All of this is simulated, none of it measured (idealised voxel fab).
Process module in this document: voxel self aligned contacts
The cross-section shown here is cut; it is 200 nm wide and divided into square cells measuring 5 nm on a side.
A cross-section in this document is a grid of square cells, and it is written down as bands, the top band listed before the ones below it; a band is made up of one or more rows of cells. Top height, bottom height, nm. Materials left to right, width each, nm. Single material + "everywhere" = fills band edge to edge. "empty" = empty. Heights from 0 (as-received wafer is one material below). Bottom band endless downward, as "0..down". Read "30 to 40" as a graded width: first number on top, second number at the bottom, same change between each pair of neighbouring rows. "no modifications" for a step: no cell of the cross-section changed in that step. "Closed void list": empty spaces of 8 cells or more with no open way to the top, each given as width x height at distance, distance from the left edge, all in nm. It should be noted that, on the line of a given step, the content following the step's settings is a remark produced by the simulator itself with respect to that step. On any step carrying a mask, the "overlay nm" setting, if present on the step's line, tells how far right of its planned place the mask lay; negative values point to the left.
These are the steps we planned for the process
1 RECEIVE,material Si
2 OXIDIZE,depth nm 5
3 DIRECTIONAL_DEP,material polySi,thk nm 25
4 DIRECTIONAL_DEP,material SiN,thk nm 20
5 DIRECTIONAL_DEP,material aC,thk nm 10
6 PATTERN,tone cover,mask id GATE,material resist,width nm 30,pitch nm 65,thk nm 30,overlay nm 0
7 DIRECTIONAL_ETCH,etch materials aC,depth nm 10
8 STRIP,etch materials resist
9 DIRECTIONAL_ETCH,etch materials SiN,depth nm 20
10 DIRECTIONAL_ETCH,etch materials polySi,depth nm 25
11 STRIP,etch materials aC
12 CONFORMAL_DEP,material SiN,thk nm 10
13 DIRECTIONAL_ETCH,etch materials SiN,depth nm 10
14 FILL_DEP,material SiO2,thk nm 15
15 CMP,height nm 55
16 DIRECTIONAL_DEP,material aC,thk nm 15
17 PATTERN,tone open,mask id CONTACT,material resist,width nm 45,thk nm 30,overlay nm 0
18 DIRECTIONAL_ETCH,etch materials aC,depth nm 15
19 STRIP,etch materials resist
20 DIRECTIONAL_ETCH,etch materials SiO2,depth nm 60
21 STRIP,etch materials aC
22 CONFORMAL_DEP,material TiN,thk nm 5
23 FILL_DEP,material Ru,thk nm 5
24 CMP,height nm 55
25 CONFORMAL_DEP,material SiCN,thk nm 5
Run as planned: first of two wafers
Here's what the wafer looked like in cross-section when it arrived - that's after step 1
0..down = Si everywhere
Closed void list: none
Take a look at the wafer's cross-section after step 2
0..-5 = SiO2 everywhere
Beneath the level -5, the cross-section is identical to its previous state.
Take a look at the wafer's cross-section after step 3
25..0 = polySi everywhere
Beneath the level 0, the cross-section is identical to its previous state.
Take a look at the wafer's cross-section after step 4
45..25 = SiN everywhere
Beneath the level 25, the cross-section is identical to its previous state.
Take a look at the wafer's cross-section after step 5
55..45 = aC everywhere
Beneath the level 45, the cross-section is identical to its previous state.
Take a look at the wafer's cross-section after step 6
85..55 = 50 of empty; 30 of resist; 35 of empty; 30 of resist; 55 of empty
Beneath the level 55, the cross-section is identical to its previous state.
Take a look at the wafer's cross-section after step 7
75..55 = 50 of empty; 30 of resist; 35 of empty; 30 of resist; 55 of empty
55..45 = 50 of empty; 30 of aC; 35 of empty; 30 of aC; 55 of empty
Beneath the level 45, the cross-section is identical to its previous state.
Take a look at the wafer's cross-section after step 8
55..45 = 50 of empty; 30 of aC; 35 of empty; 30 of aC; 55 of empty
Beneath the level 45, the cross-section is identical to its previous state.
Take a look at the wafer's cross-section after step 9
55..45 = 50 of empty; 30 of aC; 35 of empty; 30 of aC; 55 of empty
45..25 = 50 of empty; 30 of SiN; 35 of empty; 30 of SiN; 55 of empty
Beneath the level 25, the cross-section is identical to its previous state.
Take a look at the wafer's cross-section after step 10
55..45 = 50 of empty; 30 of aC; 35 of empty; 30 of aC; 55 of empty
45..25 = 50 of empty; 30 of SiN; 35 of empty; 30 of SiN; 55 of empty
25..0 = 50 of empty; 30 of polySi; 35 of empty; 30 of polySi; 55 of empty
Beneath the level 0, the cross-section is identical to its previous state.
Take a look at the wafer's cross-section after step 11
45..25 = 50 of empty; 30 of SiN; 35 of empty; 30 of SiN; 55 of empty
Beneath the level 25, the cross-section is identical to its previous state.
Take a look at the wafer's cross-section after step 12
55..25 = 40 of empty; 50 of SiN; 15 of empty; 50 of SiN; 45 of empty
25..10 = 40 of empty; 10 of SiN; 30 of polySi; 10 of SiN; 15 of empty; 10 of SiN; 30 of polySi; 10 of SiN; 45 of empty
10..0 = 50 of SiN; 30 of polySi; 35 of SiN; 30 of polySi; 55 of SiN
Beneath the level 0, the cross-section is identical to its previous state.
Take a look at the wafer's cross-section after step 13
45..25 = 40 of empty; 50 of SiN; 15 of empty; 50 of SiN; 45 of empty
25..0 = 40 of empty; 10 of SiN; 30 of polySi; 10 of SiN; 15 of empty; 10 of SiN; 30 of polySi; 10 of SiN; 45 of empty
Beneath the level 0, the cross-section is identical to its previous state.
Take a look at the wafer's cross-section after step 14
60..45 = SiO2 everywhere
45..25 = 40 of SiO2; 50 of SiN; 15 of SiO2; 50 of SiN; 45 of SiO2
25..0 = 40 of SiO2; 10 of SiN; 30 of polySi; 10 of SiN; 15 of SiO2; 10 of SiN; 30 of polySi; 10 of SiN; 45 of SiO2
Beneath the level 0, the cross-section is identical to its previous state.
Take a look at the wafer's cross-section after step 15
55..45 = SiO2 everywhere
Beneath the level 45, the cross-section is identical to its previous state.
Take a look at the wafer's cross-section after step 16
70..55 = aC everywhere
Beneath the level 55, the cross-section is identical to its previous state.
Take a look at the wafer's cross-section after step 17
100..70 = 75 of resist; 45 of empty; 80 of resist
Beneath the level 70, the cross-section is identical to its previous state.
Take a look at the wafer's cross-section after step 18
85..70 = 75 of resist; 45 of empty; 80 of resist
70..55 = 75 of aC; 45 of empty; 80 of aC
Beneath the level 55, the cross-section is identical to its previous state.
Take a look at the wafer's cross-section after step 19
70..55 = 75 of aC; 45 of empty; 80 of aC
Beneath the level 55, the cross-section is identical to its previous state.
Take a look at the wafer's cross-section after step 20
70..55 = 75 of aC; 45 of empty; 80 of aC
55..45 = 75 of SiO2; 45 of empty; 80 of SiO2
45..25 = 40 of SiO2; 50 of SiN; 15 of empty; 50 of SiN; 45 of SiO2
25..0 = 40 of SiO2; 10 of SiN; 30 of polySi; 10 of SiN; 15 of empty; 10 of SiN; 30 of polySi; 10 of SiN; 45 of SiO2
0..-5 = 90 of SiO2; 15 of empty; 95 of SiO2
Beneath the level -5, the cross-section is identical to its previous state.
Take a look at the wafer's cross-section after step 21
55..45 = 75 of SiO2; 45 of empty; 80 of SiO2
Beneath the level 45, the cross-section is identical to its previous state.
Take a look at the wafer's cross-section after step 22
60..55 = 80 of TiN; 35 of empty; 85 of TiN
55..45 = 75 of SiO2; 5 to 20 of TiN; 35 to 5 of empty; 5 to 20 of TiN; 80 of SiO2
45..25 = 40 of SiO2; 50 of SiN; 5 of TiN; 5 of empty; 5 of TiN; 50 of SiN; 45 of SiO2
25..0 = 40 of SiO2; 10 of SiN; 30 of polySi; 10 of SiN; 5 of TiN; 5 of empty; 5 of TiN; 10 of SiN; 30 of polySi; 10 of SiN; 45 of SiO2
0..-5 = 90 of SiO2; 15 of TiN; 95 of SiO2
Beneath the level -5, the cross-section is identical to its previous state.
Take a look at the wafer's cross-section after step 23
65..60 = Ru everywhere
60..55 = 80 of TiN; 35 of Ru; 85 of TiN
55..45 = 75 of SiO2; 5 to 20 of TiN; 35 to 5 of Ru; 5 to 20 of TiN; 80 of SiO2
45..25 = 40 of SiO2; 50 of SiN; 5 of TiN; 5 of Ru; 5 of TiN; 50 of SiN; 45 of SiO2
25..0 = 40 of SiO2; 10 of SiN; 30 of polySi; 10 of SiN; 5 of TiN; 5 of Ru; 5 of TiN; 10 of SiN; 30 of polySi; 10 of SiN; 45 of SiO2
Beneath the level 0, the cross-section is identical to its previous state.
Take a look at the wafer's cross-section after step 24
55..45 = 75 of SiO2; 5 to 20 of TiN; 35 to 5 of Ru; 5 to 20 of TiN; 80 of SiO2
Beneath the level 45, the cross-section is identical to its previous state.
Take a look at the wafer's cross-section after step 25
60..55 = SiCN everywhere
Beneath the level 55, the cross-section is identical to its previous state.
What follows concerns the second wafer, which started out like the first and was meant to follow the very same plan; one mistake crept in when it was run, but everything up to and including step 5 is the same as for the first wafer
Second wafer at the planned finish of step 6, seen in cross-section
85..55 = 50 of resist; 30 of empty; 35 of resist; 30 of empty; 55 of resist
Beneath the level 55, the cross-section is identical to its previous state.
Second wafer at the planned finish of step 7, seen in cross-section
75..55 = 50 of resist; 30 of empty; 35 of resist; 30 of empty; 55 of resist
55..45 = 50 of aC; 30 of empty; 35 of aC; 30 of empty; 55 of aC
Beneath the level 45, the cross-section is identical to its previous state.
Second wafer at the planned finish of step 8, seen in cross-section
55..45 = 50 of aC; 30 of empty; 35 of aC; 30 of empty; 55 of aC
Beneath the level 45, the cross-section is identical to its previous state.
Second wafer at the planned finish of step 9, seen in cross-section
55..45 = 50 of aC; 30 of empty; 35 of aC; 30 of empty; 55 of aC
45..25 = 50 of SiN; 30 of empty; 35 of SiN; 30 of empty; 55 of SiN
Beneath the level 25, the cross-section is identical to its previous state.
Second wafer at the planned finish of step 10, seen in cross-section
55..45 = 50 of aC; 30 of empty; 35 of aC; 30 of empty; 55 of aC
45..25 = 50 of SiN; 30 of empty; 35 of SiN; 30 of empty; 55 of SiN
25..0 = 50 of polySi; 30 of empty; 35 of polySi; 30 of empty; 55 of polySi
Beneath the level 0, the cross-section is identical to its previous state.
Second wafer at the planned finish of step 11, seen in cross-section
45..25 = 50 of SiN; 30 of empty; 35 of SiN; 30 of empty; 55 of SiN
Beneath the level 25, the cross-section is identical to its previous state.
Second wafer at the planned finish of step 12, seen in cross-section
55..25 = 60 of SiN; 10 of empty; 55 of SiN; 10 of empty; 65 of SiN
25..10 = 50 of polySi; 10 of SiN; 10 of empty; 10 of SiN; 35 of polySi; 10 of SiN; 10 of empty; 10 of SiN; 55 of polySi
10..0 = 50 of polySi; 30 of SiN; 35 of polySi; 30 of SiN; 55 of polySi
Beneath the level 0, the cross-section is identical to its previous state.
Second wafer at the planned finish of step 13, seen in cross-section
45..25 = 60 of SiN; 10 of empty; 55 of SiN; 10 of empty; 65 of SiN
25..0 = 50 of polySi; 10 of SiN; 10 of empty; 10 of SiN; 35 of polySi; 10 of SiN; 10 of empty; 10 of SiN; 55 of polySi
Beneath the level 0, the cross-section is identical to its previous state.
Second wafer at the planned finish of step 14, seen in cross-section
60..45 = SiO2 everywhere
45..25 = 60 of SiN; 10 of SiO2; 55 of SiN; 10 of SiO2; 65 of SiN
25..0 = 50 of polySi; 10 of SiN; 10 of SiO2; 10 of SiN; 35 of polySi; 10 of SiN; 10 of SiO2; 10 of SiN; 55 of polySi
Beneath the level 0, the cross-section is identical to its previous state.
Second wafer at the planned finish of step 15, seen in cross-section
55..45 = SiO2 everywhere
Beneath the level 45, the cross-section is identical to its previous state.
Second wafer at the planned finish of step 16, seen in cross-section
70..55 = aC everywhere
Beneath the level 55, the cross-section is identical to its previous state.
Second wafer at the planned finish of step 17, seen in cross-section
100..70 = 75 of resist; 45 of empty; 80 of resist
Beneath the level 70, the cross-section is identical to its previous state.
Second wafer at the planned finish of step 18, seen in cross-section
85..70 = 75 of resist; 45 of empty; 80 of resist
70..55 = 75 of aC; 45 of empty; 80 of aC
Beneath the level 55, the cross-section is identical to its previous state.
Second wafer at the planned finish of step 19, seen in cross-section
70..55 = 75 of aC; 45 of empty; 80 of aC
Beneath the level 55, the cross-section is identical to its previous state.
Second wafer at the planned finish of step 20, seen in cross-section
70..55 = 75 of aC; 45 of empty; 80 of aC
55..45 = 75 of SiO2; 45 of empty; 80 of SiO2
Beneath the level 45, the cross-section is identical to its previous state.
Second wafer at the planned finish of step 21, seen in cross-section
55..45 = 75 of SiO2; 45 of empty; 80 of SiO2
Beneath the level 45, the cross-section is identical to its previous state.
Second wafer at the planned finish of step 22, seen in cross-section
60..55 = 80 of TiN; 35 of empty; 85 of TiN
55..50 = 75 of SiO2; 5 of TiN; 35 of empty; 5 of TiN; 80 of SiO2
50..45 = 75 of SiO2; 45 of TiN; 80 of SiO2
Beneath the level 45, the cross-section is identical to its previous state.
Second wafer at the planned finish of step 23, seen in cross-section
65..60 = Ru everywhere
60..55 = 80 of TiN; 35 of Ru; 85 of TiN
55..50 = 75 of SiO2; 5 of TiN; 35 of Ru; 5 of TiN; 80 of SiO2
Beneath the level 50, the cross-section is identical to its previous state.
Second wafer at the planned finish of step 24, seen in cross-section
55..50 = 75 of SiO2; 5 of TiN; 35 of Ru; 5 of TiN; 80 of SiO2
Beneath the level 50, the cross-section is identical to its previous state.
Second wafer at the planned finish of step 25, seen in cross-section
60..55 = SiCN everywhere
Beneath the level 55, the cross-section is identical to its previous state.
Which mistake was made when the wafer was run? contrary to plan, step 6 was performed as PATTERN,tone open,mask id GATE,material resist,width nm 30,pitch nm 65,thk nm 30,overlay nm 0
Count the cells at the end and the second wafer has more or fewer of some materials than the first: Ru -10, SiN +64, SiO2 -114, TiN -20, polySi +80
